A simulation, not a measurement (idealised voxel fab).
process module | voxel fin reveal
cross-section cut | 280 nm wide | cells 5 nm
A cross-section is a grid of square cells, given in bands from the top down. A band is one or more rows of cells.
Each band's line starts with the height of the band's top and of its bottom, in nm. Then come its materials from left to right, each with its width in nm. One material with "throughout" fills the band from edge to edge. "air" is empty space.
Height 0 is the level under which the wafer as received is all one material. The lowest band goes on downwards, as in "0 down".
A width such as "30 to 40" changes by the same amount from each row of cells to the next, from the band's top row to its bottom row.
"no change" after a step means that no cell of the cross-section changed.
closed voids: empty space of 8 cells or more with no open way to the top, each as width x height at its distance from the left edge, in nm
after a step's settings: what the simulator itself notes on the step
overlay nm, on a step with a mask: how far to the right of its planned place the mask lay; to the left if negative
plan
1 op RECEIVE | material Si
2 op CONFORMAL_DEP | material SiN | thk nm 5
3 op DIRECTIONAL_DEP | material aC | thk nm 15
4 op PATTERN | tone cover | mask id FINS | material resist | width nm 15 | pitch nm 40 | thk nm 30 | overlay nm 0
5 op DIRECTIONAL_ETCH | etch materials aC | depth nm 15
6 op STRIP | etch materials resist
7 op DIRECTIONAL_ETCH | etch materials SiN | depth nm 5
8 op DIRECTIONAL_ETCH | etch materials Si | depth nm 40
9 op STRIP | etch materials aC
10 op FILL_DEP | material SiO2 | thk nm 5
11 op CMP | height nm 5
12 op SELECTIVE_ETCH | etch materials SiO2 | depth nm 35
13 op STRIP | etch materials SiN
first wafer, as planned
as received, after step 1
  0 down: Si throughout
  closed voids: none
after step 2
  5 to 0: SiN throughout
  below 0: unchanged
after step 3
  20 to 5: aC throughout
  below 5: unchanged
after step 4
  50 to 20: air 70 | resist 15 | air 25 | resist 15 | air 25 | resist 15 | air 25 | resist 15 | air 75
  below 20: unchanged
after step 5
  35 to 20: air 70 | resist 15 | air 25 | resist 15 | air 25 | resist 15 | air 25 | resist 15 | air 75
  20 to 5: air 70 | aC 15 | air 25 | aC 15 | air 25 | aC 15 | air 25 | aC 15 | air 75
  below 5: unchanged
after step 6
  20 to 5: air 70 | aC 15 | air 25 | aC 15 | air 25 | aC 15 | air 25 | aC 15 | air 75
  below 5: unchanged
after step 7
  20 to 5: air 70 | aC 15 | air 25 | aC 15 | air 25 | aC 15 | air 25 | aC 15 | air 75
  5 to 0: air 70 | SiN 15 | air 25 | SiN 15 | air 25 | SiN 15 | air 25 | SiN 15 | air 75
  below 0: unchanged
after step 8
  20 to 5: air 70 | aC 15 | air 25 | aC 15 | air 25 | aC 15 | air 25 | aC 15 | air 75
  5 to 0: air 70 | SiN 15 | air 25 | SiN 15 | air 25 | SiN 15 | air 25 | SiN 15 | air 75
  0 to -40: air 70 | Si 15 | air 25 | Si 15 | air 25 | Si 15 | air 25 | Si 15 | air 75
  below -40: unchanged
after step 9
  5 to 0: air 70 | SiN 15 | air 25 | SiN 15 | air 25 | SiN 15 | air 25 | SiN 15 | air 75
  below 0: unchanged
after step 10
  10 to 5: SiO2 throughout
  5 to 0: SiO2 70 | SiN 15 | SiO2 25 | SiN 15 | SiO2 25 | SiN 15 | SiO2 25 | SiN 15 | SiO2 75
  0 to -40: SiO2 70 | Si 15 | SiO2 25 | Si 15 | SiO2 25 | Si 15 | SiO2 25 | Si 15 | SiO2 75
  below -40: unchanged
after step 11
  5 to 0: SiO2 70 | SiN 15 | SiO2 25 | SiN 15 | SiO2 25 | SiN 15 | SiO2 25 | SiN 15 | SiO2 75
  below 0: unchanged
after step 12
  5 to 0: air 70 | SiN 15 | air 25 | SiN 15 | air 25 | SiN 15 | air 25 | SiN 15 | air 75
  0 to -30: air 70 | Si 15 | air 25 | Si 15 | air 25 | Si 15 | air 25 | Si 15 | air 75
  below -30: unchanged
after step 13
  0 to -30: air 70 | Si 15 | air 25 | Si 15 | air 25 | Si 15 | air 25 | Si 15 | air 75
  below -30: unchanged
second wafer: like start, like plan, one mistake. Through step 3 it matches the first wafer
when step 4 should have ended
  50 to 20: air 60 | resist 15 | air 25 | resist 15 | air 25 | resist 15 | air 25 | resist 15 | air 85
  below 20: unchanged
when step 5 should have ended
  35 to 20: air 60 | resist 15 | air 25 | resist 15 | air 25 | resist 15 | air 25 | resist 15 | air 85
  20 to 5: air 60 | aC 15 | air 25 | aC 15 | air 25 | aC 15 | air 25 | aC 15 | air 85
  below 5: unchanged
when step 6 should have ended
  20 to 5: air 60 | aC 15 | air 25 | aC 15 | air 25 | aC 15 | air 25 | aC 15 | air 85
  below 5: unchanged
when step 7 should have ended
  20 to 5: air 60 | aC 15 | air 25 | aC 15 | air 25 | aC 15 | air 25 | aC 15 | air 85
  5 to 0: air 60 | SiN 15 | air 25 | SiN 15 | air 25 | SiN 15 | air 25 | SiN 15 | air 85
  below 0: unchanged
when step 8 should have ended
  20 to 5: air 60 | aC 15 | air 25 | aC 15 | air 25 | aC 15 | air 25 | aC 15 | air 85
  5 to 0: air 60 | SiN 15 | air 25 | SiN 15 | air 25 | SiN 15 | air 25 | SiN 15 | air 85
  0 to -40: air 60 | Si 15 | air 25 | Si 15 | air 25 | Si 15 | air 25 | Si 15 | air 85
  below -40: unchanged
when step 9 should have ended
  5 to 0: air 60 | SiN 15 | air 25 | SiN 15 | air 25 | SiN 15 | air 25 | SiN 15 | air 85
  below 0: unchanged
when step 10 should have ended
  10 to 5: SiO2 throughout
  5 to 0: SiO2 60 | SiN 15 | SiO2 25 | SiN 15 | SiO2 25 | SiN 15 | SiO2 25 | SiN 15 | SiO2 85
  0 to -40: SiO2 60 | Si 15 | SiO2 25 | Si 15 | SiO2 25 | Si 15 | SiO2 25 | Si 15 | SiO2 85
  below -40: unchanged
when step 11 should have ended
  5 to 0: SiO2 60 | SiN 15 | SiO2 25 | SiN 15 | SiO2 25 | SiN 15 | SiO2 25 | SiN 15 | SiO2 85
  below 0: unchanged
when step 12 should have ended
  5 to 0: air 60 | SiN 15 | air 25 | SiN 15 | air 25 | SiN 15 | air 25 | SiN 15 | air 85
  0 to -30: air 60 | Si 15 | air 25 | Si 15 | air 25 | Si 15 | air 25 | Si 15 | air 85
  below -30: unchanged
when step 13 should have ended
  0 to -30: air 60 | Si 15 | air 25 | Si 15 | air 25 | Si 15 | air 25 | Si 15 | air 85
  below -30: unchanged
what went wrong: step 4 ran as: op PATTERN | tone cover | mask id FINS | material resist | width nm 15 | pitch nm 40 | thk nm 30 | overlay nm -10
at the end the second wafer has, in cells: as many of each material as the first, in other places
